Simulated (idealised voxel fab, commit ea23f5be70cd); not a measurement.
process module | voxel self aligned contacts
cross-section cut | 275 nm wide | cells 5 nm
A cross-section is a grid of square cells, given in bands from the top down. A band is one or more rows of cells.
Each band's line starts with the height of the band's top and of its bottom, in nm. Then come its materials from left to right, each with its width in nm. One material with "throughout" fills the band from edge to edge. "air" is empty space.
Height 0 is the level under which the wafer as received is all one material. The lowest band goes on downwards, as in "0 down".
A width such as "30 to 40" changes by the same amount from each row of cells to the next, from the band's top row to its bottom row.
"no change" after a step means that no cell of the cross-section changed.
closed voids: empty space of 8 cells or more with no open way to the top, each as width x height at its distance from the left edge, in nm
after a step's settings: what the simulator itself notes on the step
overlay nm, on a step with a mask: how far to the right of its planned place the mask lay; to the left if negative
Each pair below shows a cross-section before one step and the cross-section after it, down to the lowest band that changed. The line under each pair gives the step between them, with its settings. The pairs can come from different runs of this module on the same starting wafer, so a pair continues from the pair above only where its "before" says so.
before
  50 to 30: SiN throughout
  30 to 0: polySi throughout
  0 to -5: SiO2 throughout
  -5 down: Si throughout
  closed voids: none
after
  70 to 50: air 50 | resist 35 | air 30 | resist 35 | air 30 | resist 35 | air 60
  below 50: unchanged
  closed voids: none
the step between: op PATTERN | tone cover | mask id GATE | material resist | width nm 35 | pitch nm 65 | thk nm 20 | overlay nm -5
before: the cross-section after the pair above
after
  70 to 50: air 50 | resist 35 | air 30 | resist 35 | air 30 | resist 35 | air 60
  50 to 30: air 50 | SiN 35 | air 30 | SiN 35 | air 30 | SiN 35 | air 60
  below 30: unchanged
  closed voids: none
the step between: op DIRECTIONAL_ETCH | etch materials SiN | depth nm 20
before: the cross-section after the pair above
after
  70 to 50: air 50 | resist 35 | air 30 | resist 35 | air 30 | resist 35 | air 60
  50 to 30: air 50 | SiN 35 | air 30 | SiN 35 | air 30 | SiN 35 | air 60
  30 to 0: air 50 | polySi 35 | air 30 | polySi 35 | air 30 | polySi 35 | air 60
  below 0: unchanged
  closed voids: none
the step between: op DIRECTIONAL_ETCH | etch materials polySi | depth nm 30
before: the cross-section after the pair above
after
  50 to 30: air 50 | SiN 35 | air 30 | SiN 35 | air 30 | SiN 35 | air 60
  below 30: unchanged
  closed voids: none
the step between: op STRIP | etch materials resist
before: the cross-section after the pair above
after
  55 to 30: air 45 | SiN 45 | air 20 | SiN 45 | air 20 | SiN 45 | air 55
  30 to 5: air 45 | SiN 5 | polySi 35 | SiN 5 | air 20 | SiN 5 | polySi 35 | SiN 5 | air 20 | SiN 5 | polySi 35 | SiN 5 | air 55
  5 to 0: SiN 50 | polySi 35 | SiN 30 | polySi 35 | SiN 30 | polySi 35 | SiN 60
  below 0: unchanged
  closed voids: none
the step between: op CONFORMAL_DEP | material SiN | thk nm 5
before: the cross-section after the pair above
after
  50 to 30: air 45 | SiN 45 | air 20 | SiN 45 | air 20 | SiN 45 | air 55
  30 to 0: air 45 | SiN 5 | polySi 35 | SiN 5 | air 20 | SiN 5 | polySi 35 | SiN 5 | air 20 | SiN 5 | polySi 35 | SiN 5 | air 55
  below 0: unchanged
  closed voids: none
the step between: op DIRECTIONAL_ETCH | etch materials SiN | depth nm 5
before: the cross-section after the pair above
after
  60 to 50: SiO2 throughout
  50 to 30: SiO2 45 | SiN 45 | SiO2 20 | SiN 45 | SiO2 20 | SiN 45 | SiO2 55
  30 to 0: SiO2 45 | SiN 5 | polySi 35 | SiN 5 | SiO2 20 | SiN 5 | polySi 35 | SiN 5 | SiO2 20 | SiN 5 | polySi 35 | SiN 5 | SiO2 55
  below 0: unchanged
  closed voids: none
the step between: op FILL_DEP | material SiO2 | thk nm 10
before: the cross-section after the pair above
after
  55 to 50: SiO2 throughout
  below 50: unchanged
  closed voids: none
the step between: op CMP | height nm 55
before: the cross-section after the pair above
after
  70 to 55: resist 85 | air 40 | resist 25 | air 40 | resist 85
  below 55: unchanged
  closed voids: none
the step between: op PATTERN | tone open | mask id CONTACT | material resist | width nm 40 | pitch nm 65 | thk nm 15 | overlay nm 0
before: the cross-section after the pair above
after
  70 to 55: resist 85 | air 40 | resist 25 | air 40 | resist 85
  55 to 50: SiO2 85 | air 40 | SiO2 25 | air 40 | SiO2 85
  50 to 30: SiO2 45 | SiN 45 | air 20 | SiN 45 | air 20 | SiN 45 | SiO2 55
  30 to 0: SiO2 45 | SiN 5 | polySi 35 | SiN 5 | air 20 | SiN 5 | polySi 35 | SiN 5 | air 20 | SiN 5 | polySi 35 | SiN 5 | SiO2 55
  0 to -5: SiO2 90 | air 20 | SiO2 45 | air 20 | SiO2 100
  below -5: unchanged
  closed voids: none
the step between: op DIRECTIONAL_ETCH | etch materials SiO2 | depth nm 60
before: the cross-section after the pair above
after
  55 to 50: SiO2 85 | air 40 | SiO2 25 | air 40 | SiO2 85
  below 50: unchanged
  closed voids: none
the step between: op STRIP | etch materials resist
before: the cross-section after the pair above
after
  60 to 55: TiN 90 | air 30 | TiN 35 | air 30 | TiN 90
  55 to 50: SiO2 85 | TiN 10 | air 10 | TiN 20 | SiO2 25 | TiN 10 | air 10 | TiN 20 | SiO2 85
  50 to 30: SiO2 45 | SiN 45 | TiN 5 | air 10 | TiN 5 | SiN 45 | TiN 5 | air 10 | TiN 5 | SiN 45 | SiO2 55
  30 to 0: SiO2 45 | SiN 5 | polySi 35 | SiN 5 | TiN 5 | air 10 | TiN 5 | SiN 5 | polySi 35 | SiN 5 | TiN 5 | air 10 | TiN 5 | SiN 5 | polySi 35 | SiN 5 | SiO2 55
  0 to -5: SiO2 90 | TiN 20 | SiO2 45 | TiN 20 | SiO2 100
  below -5: unchanged
  closed voids: none
the step between: op CONFORMAL_DEP | material TiN | thk nm 5
before: the cross-section after the pair above
after
  65 to 60: W throughout
  60 to 55: TiN 90 | W 30 | TiN 35 | W 30 | TiN 90
  55 to 50: SiO2 85 | TiN 10 | W 10 | TiN 20 | SiO2 25 | TiN 10 | W 10 | TiN 20 | SiO2 85
  50 to 30: SiO2 45 | SiN 45 | TiN 5 | W 10 | TiN 5 | SiN 45 | TiN 5 | W 10 | TiN 5 | SiN 45 | SiO2 55
  30 to 0: SiO2 45 | SiN 5 | polySi 35 | SiN 5 | TiN 5 | W 10 | TiN 5 | SiN 5 | polySi 35 | SiN 5 | TiN 5 | W 10 | TiN 5 | SiN 5 | polySi 35 | SiN 5 | SiO2 55
  below 0: unchanged
  closed voids: none
the step between: op FILL_DEP | material W | thk nm 5
before: the cross-section after the pair above
after
  55 to 50: SiO2 85 | TiN 10 | W 10 | TiN 20 | SiO2 25 | TiN 10 | W 10 | TiN 20 | SiO2 85
  below 50: unchanged
  closed voids: none
the step between: op CMP | height nm 55
before: the cross-section after the pair above
after
  60 to 55: SiCN throughout
  below 55: unchanged
  closed voids: none
the step between: op CONFORMAL_DEP | material SiCN | thk nm 5
before
  30 to 0: polySi throughout
  0 to -5: SiO2 throughout
  -5 down: Si throughout
  closed voids: none
after
  50 to 30: SiCN throughout
  below 30: unchanged
  closed voids: none
the step between: op DIRECTIONAL_DEP | material SiCN | thk nm 20
before: the cross-section after the pair above
after
  70 to 50: air 55 | resist 35 | air 30 | resist 35 | air 30 | resist 35 | air 55
  below 50: unchanged
  closed voids: none
the step between: op PATTERN | tone cover | mask id GATE | material resist | width nm 35 | pitch nm 65 | thk nm 20 | overlay nm 0
before: the cross-section after the pair above
after
  50 to 30: SiCN throughout
  below 30: unchanged
  closed voids: none
the step between: op STRIP | etch materials resist
before: the cross-section after the pair above
after
  55 to 50: SiN throughout
  below 50: unchanged
  closed voids: none
the step between: op CONFORMAL_DEP | material SiN | thk nm 5
before: the cross-section after the pair above
after
  50 to 30: SiCN throughout
  below 30: unchanged
  closed voids: none
the step between: op DIRECTIONAL_ETCH | etch materials SiN | depth nm 5
before: the cross-section after the pair above
after
  60 to 50: SiO2 throughout
  below 50: unchanged
  closed voids: none
the step between: op FILL_DEP | material SiO2 | thk nm 10
before: the cross-section after the pair above
after
  55 to 50: SiO2 throughout
  below 50: unchanged
  closed voids: none
the step between: op CMP | height nm 55
before: the cross-section after the pair above
after
  70 to 55: resist 85 | air 40 | resist 25 | air 40 | resist 85
  below 55: unchanged
  closed voids: none
the step between: op PATTERN | tone open | mask id CONTACT | material resist | width nm 40 | pitch nm 65 | thk nm 15 | overlay nm 0
before: the cross-section after the pair above
after
  70 to 55: resist 85 | air 40 | resist 25 | air 40 | resist 85
  55 to 50: SiO2 85 | air 40 | SiO2 25 | air 40 | SiO2 85
  below 50: unchanged
  closed voids: none
the step between: op DIRECTIONAL_ETCH | etch materials SiO2 | depth nm 60
before: the cross-section after the pair above
after
  55 to 50: SiO2 85 | air 40 | SiO2 25 | air 40 | SiO2 85
  below 50: unchanged
  closed voids: none
the step between: op STRIP | etch materials resist
before: the cross-section after the pair above
after
  60 to 55: TiN 90 | air 30 | TiN 35 | air 30 | TiN 90
  55 to 50: SiO2 85 | TiN 40 | SiO2 25 | TiN 40 | SiO2 85
  below 50: unchanged
  closed voids: none
the step between: op CONFORMAL_DEP | material TiN | thk nm 5
before: the cross-section after the pair above
after
  65 to 60: W throughout
  60 to 55: TiN 90 | W 30 | TiN 35 | W 30 | TiN 90
  below 55: unchanged
  closed voids: none
the step between: op FILL_DEP | material W | thk nm 5
before: the cross-section after the pair above
after
  55 to 50: SiO2 85 | TiN 40 | SiO2 25 | TiN 40 | SiO2 85
  below 50: unchanged
  closed voids: none
the step between: op CMP | height nm 55
before: the cross-section after the pair above
after
  60 to 55: SiCN throughout
  below 55: unchanged
  closed voids: none
the step between: op CONFORMAL_DEP | material SiCN | thk nm 5
before
  50 to 30: SiN throughout
  30 to 0: polySi throughout
  0 to -5: SiO2 throughout
  -5 down: Si throughout
  closed voids: none
after
  70 to 50: resist 55 | air 35 | resist 30 | air 35 | resist 30 | air 35 | resist 55
  below 50: unchanged
  closed voids: none
the step between: op PATTERN | tone open | mask id GATE | material resist | width nm 35 | pitch nm 65 | thk nm 20 | overlay nm 0
before: the cross-section after the pair above
after
  70 to 50: resist 55 | air 35 | resist 30 | air 35 | resist 30 | air 35 | resist 55
  50 to 30: SiN 55 | air 35 | SiN 30 | air 35 | SiN 30 | air 35 | SiN 55
  below 30: unchanged
  closed voids: none
the step between: op DIRECTIONAL_ETCH | etch materials SiN | depth nm 20
before: the cross-section after the pair above
after
  70 to 50: resist 55 | air 35 | resist 30 | air 35 | resist 30 | air 35 | resist 55
  50 to 30: SiN 55 | air 35 | SiN 30 | air 35 | SiN 30 | air 35 | SiN 55
  30 to 0: polySi 55 | air 35 | polySi 30 | air 35 | polySi 30 | air 35 | polySi 55
  below 0: unchanged
  closed voids: none
the step between: op DIRECTIONAL_ETCH | etch materials polySi | depth nm 30
before: the cross-section after the pair above
after
  50 to 30: SiN 55 | air 35 | SiN 30 | air 35 | SiN 30 | air 35 | SiN 55
  below 30: unchanged
  closed voids: none
the step between: op STRIP | etch materials resist
before: the cross-section after the pair above
after
  55 to 30: SiN 60 | air 25 | SiN 40 | air 25 | SiN 40 | air 25 | SiN 60
  30 to 5: polySi 55 | SiN 5 | air 25 | SiN 5 | polySi 30 | SiN 5 | air 25 | SiN 5 | polySi 30 | SiN 5 | air 25 | SiN 5 | polySi 55
  5 to 0: polySi 55 | SiN 35 | polySi 30 | SiN 35 | polySi 30 | SiN 35 | polySi 55
  below 0: unchanged
  closed voids: none
the step between: op CONFORMAL_DEP | material SiN | thk nm 5
before: the cross-section after the pair above
after
  50 to 30: SiN 60 | air 25 | SiN 40 | air 25 | SiN 40 | air 25 | SiN 60
  30 to 0: polySi 55 | SiN 5 | air 25 | SiN 5 | polySi 30 | SiN 5 | air 25 | SiN 5 | polySi 30 | SiN 5 | air 25 | SiN 5 | polySi 55
  below 0: unchanged
  closed voids: none
the step between: op DIRECTIONAL_ETCH | etch materials SiN | depth nm 5
before: the cross-section after the pair above
after
  60 to 50: SiO2 throughout
  50 to 30: SiN 60 | SiO2 25 | SiN 40 | SiO2 25 | SiN 40 | SiO2 25 | SiN 60
  30 to 0: polySi 55 | SiN 5 | SiO2 25 | SiN 5 | polySi 30 | SiN 5 | SiO2 25 | SiN 5 | polySi 30 | SiN 5 | SiO2 25 | SiN 5 | polySi 55
  below 0: unchanged
  closed voids: none
the step between: op FILL_DEP | material SiO2 | thk nm 10
before: the cross-section after the pair above
after
  55 to 50: SiO2 throughout
  below 50: unchanged
  closed voids: none
the step between: op CMP | height nm 55
before: the cross-section after the pair above
after
  70 to 55: resist 85 | air 40 | resist 25 | air 40 | resist 85
  below 55: unchanged
  closed voids: none
the step between: op PATTERN | tone open | mask id CONTACT | material resist | width nm 40 | pitch nm 65 | thk nm 15 | overlay nm 0
before: the cross-section after the pair above
after
  70 to 55: resist 85 | air 40 | resist 25 | air 40 | resist 85
  55 to 50: SiO2 85 | air 40 | SiO2 25 | air 40 | SiO2 85
  below 50: unchanged
  closed voids: none
the step between: op DIRECTIONAL_ETCH | etch materials SiO2 | depth nm 60
before: the cross-section after the pair above
after
  55 to 50: SiO2 85 | air 40 | SiO2 25 | air 40 | SiO2 85
  below 50: unchanged
  closed voids: none
the step between: op STRIP | etch materials resist
before: the cross-section after the pair above
after
  60 to 55: TiN 90 | air 30 | TiN 35 | air 30 | TiN 90
  55 to 50: SiO2 85 | TiN 40 | SiO2 25 | TiN 40 | SiO2 85
  below 50: unchanged
  closed voids: none
the step between: op CONFORMAL_DEP | material TiN | thk nm 5
before: the cross-section after the pair above
after
  65 to 60: W throughout
  60 to 55: TiN 90 | W 30 | TiN 35 | W 30 | TiN 90
  below 55: unchanged
  closed voids: none
the step between: op FILL_DEP | material W | thk nm 5
before: the cross-section after the pair above
after
  55 to 50: SiO2 85 | TiN 40 | SiO2 25 | TiN 40 | SiO2 85
  below 50: unchanged
  closed voids: none
the step between: op CMP | height nm 55
before: the cross-section after the pair above
after
  60 to 55: SiCN throughout
  below 55: unchanged
  closed voids: none
the step between: op CONFORMAL_DEP | material SiCN | thk nm 5
